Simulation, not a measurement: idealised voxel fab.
Process module name: voxel self aligned contacts
Section cut is 205 nm wide and gridded with 5 nm square cells.
Cross-section, as written here: a square-cell grid given band by band from the top down, where a band holds one or more rows of cells.
The entry gives the band's vertical extent as a top height and a bottom height in nm, then its horizontal make-up as materials from left to right, each with a width in nm. "blank" stands for empty space; a single material marked "full width" fills the band edge to edge.
Zero point of the height axis is 0; under it, received wafer = one material. Lowest band: continues down indefinitely, "0..down".
Think of "30..40" as a width that walks from the first number to the second as you go down the band, top row to bottom row, taking equal-sized steps from row to row.
It should be understood that the words "nothing different", when stated for a given step, signify that the cross-section underwent no change in any of its cells during that step.
"Voids, fully enclosed": sealed empty spaces, 8 cells or more, no open way to top, listed width x height at distance, with distance from the left edge and width, height and distance in nm.
On a step's line, text after the settings is the simulator commenting on that step.
On any step carrying a mask, the "overlay nm" setting, if present on the step's line, tells how far right of its planned place the mask lay; negative values point to the left.
# Planned process steps
1,RECEIVE: material Si
2,CONFORMAL_DEP: material SiO2, thk nm 5
3,DIRECTIONAL_DEP: material polySi, thk nm 30
4,DIRECTIONAL_DEP: material SiN, thk nm 20
5,PATTERN: tone cover, mask id GATE, material resist, width nm 30, pitch nm 60, thk nm 20, overlay nm 0
6,DIRECTIONAL_ETCH: etch materials SiN, depth nm 20
7,DIRECTIONAL_ETCH: etch materials polySi, depth nm 30
8,STRIP: etch materials resist
9,CONFORMAL_DEP: material SiN, thk nm 5
10,DIRECTIONAL_ETCH: etch materials SiN, depth nm 5
11,FILL_DEP: material SiO2, thk nm 15
12,CMP: height nm 60
13,PATTERN: tone open, mask id CONTACT, material resist, width nm 40, thk nm 15, overlay nm 0
14,DIRECTIONAL_ETCH: etch materials SiO2, depth nm 60
15,STRIP: etch materials resist
16,CONFORMAL_DEP: material TiN, thk nm 5
17,FILL_DEP: material W, thk nm 10
18,CMP: height nm 60
19,CONFORMAL_DEP: material SiN, thk nm 5
# Cross-sectional view of the wafer in its as-received condition, corresponding to the state after step 1
  0..down | Si full width
  Voids, fully enclosed: none
# What the wafer looks like in cross-section after this module, when it starts as shown above and follows the plan above but one mistake is made in running it
  65..60 | SiN full width
  60..55 | SiO2 80 | TiN 15 | W 10 | TiN 15 | SiO2 85
  55..30 | SiO2 50 | SiN 5 | polySi 30 | SiN 5 | TiN 5 | W 10 | TiN 5 | SiN 5 | polySi 30 | SiN 5 | SiO2 55
  30..25 | SiO2 50 | SiN 5 | polySi 30 | SiN 5 | TiN 20 | SiN 5 | polySi 30 | SiN 5 | SiO2 55
  25..5 | SiN full width
  5..0 | SiO2 full width
  0..down | Si full width
  Voids, fully enclosed: none
Where did the run depart from the plan? mixed up steps 3 and 4 - ran each in the other's place
